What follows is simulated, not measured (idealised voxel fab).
The following is a process module called voxel self aligned vias.
Each square cell in cross-section cut measures 5 nm, and the section as a whole is 200 nm wide.
Notation: cross-section as square-cell grid; stated in bands, top first, going down; one or more cell rows per band.
Band: top and bottom heights (nm) first, top before bottom; then materials from left to right, widths in nm. "throughout" marks a sole material filling the band edge to edge. "blank" denotes empty space.
All heights in this document are referenced to 0, defined as the level beneath which the wafer, as received, consists entirely of one material. The lowest band is not bounded below; it extends indefinitely downward and is written in the form "0 -> down".
A width given as "30..40" starts at the first number in the band's top row and ends at the second number in its bottom row, shifting by an equal amount at every step from row to row.
Where the words "nothing was modified" appear for a step, the cross-section shows no cell changed by that step; every cell remained as before.
Listed in "Completely sealed voids": every empty space of 8 or more cells without an open way to the top. Form: width x height at distance, the distance being from the left edge, all in nm.
Heads up: the bit after the settings on a step's line is the simulator's remark on that step.
The "overlay nm" setting may appear on a step's line; for a step that uses a mask, it gives how far to the right of its planned position the mask lay, and a negative value indicates the left.

Intended process steps
1,RECEIVE, material Si
2,CONFORMAL_DEP, material SiO2, thk nm 10
3,CONFORMAL_DEP, material SiCN, thk nm 5
4,DIRECTIONAL_DEP, material SiO2, thk nm 30
5,PATTERN, tone open, mask id LINES, material resist, width nm 30, pitch nm 70, thk nm 15, overlay nm 0
6,DIRECTIONAL_ETCH, etch materials SiO2, depth nm 30
7,STRIP, etch materials resist
8,CONFORMAL_DEP, material TiN, thk nm 5
9,FILL_DEP, material Ru, thk nm 10
10,CMP, height nm 45
11,SELECTIVE_ETCH, etch materials W Ru TiN, depth nm 5
12,FILL_DEP, material SiN, thk nm 5
13,CMP, height nm 45
14,DIRECTIONAL_DEP, material SiO2, thk nm 20
15,PATTERN, tone open, mask id VIAS, material resist, width nm 50, pitch nm 70, thk nm 15, overlay nm 0
16,DIRECTIONAL_ETCH, etch materials SiO2, depth nm 20
17,DIRECTIONAL_ETCH, etch materials SiN, depth nm 5
18,STRIP, etch materials resist
19,CONFORMAL_DEP, material TiN, thk nm 5
20,FILL_DEP, material W, thk nm 5
21,CMP, height nm 65
22,CONFORMAL_DEP, material SiCN, thk nm 5

Incoming wafer in cross-section (state: after step 1)
	0 -> down  Si throughout
	Completely sealed voids: none

End state of the module in cross-section, given the above starting point and plan and one mistake in execution
	70 -> 65  SiCN throughout
	65 -> 50  SiO2: 40 | TiN: 5 | W: 40 | TiN: 5 | SiO2: 20 | TiN: 5 | W: 40 | TiN: 5 | SiO2: 40
	50 -> 45  SiO2: 40 | TiN: 10 | W: 30 | TiN: 10 | SiO2: 20 | TiN: 10 | W: 30 | TiN: 10 | SiO2: 40
	45 -> 40  SiO2: 45 | TiN: 40 | SiO2: 30 | TiN: 40 | SiO2: 45
	40 -> 20  SiO2: 45 | TiN: 5 | Ru: 30 | TiN: 5 | SiO2: 30 | TiN: 5 | Ru: 30 | TiN: 5 | SiO2: 45
	20 -> 15  SiO2: 45 | TiN: 40 | SiO2: 30 | TiN: 40 | SiO2: 45
	15 -> 10  SiCN throughout
	10 -> 0  SiO2 throughout
	0 -> down  Si throughout
	Completely sealed voids: none
Here's what went sideways: the process deviated at step 5: the operation and settings actually run there were PATTERN, tone open, mask id LINES, material resist, width nm 40, pitch nm 70, thk nm 15, overlay nm 0
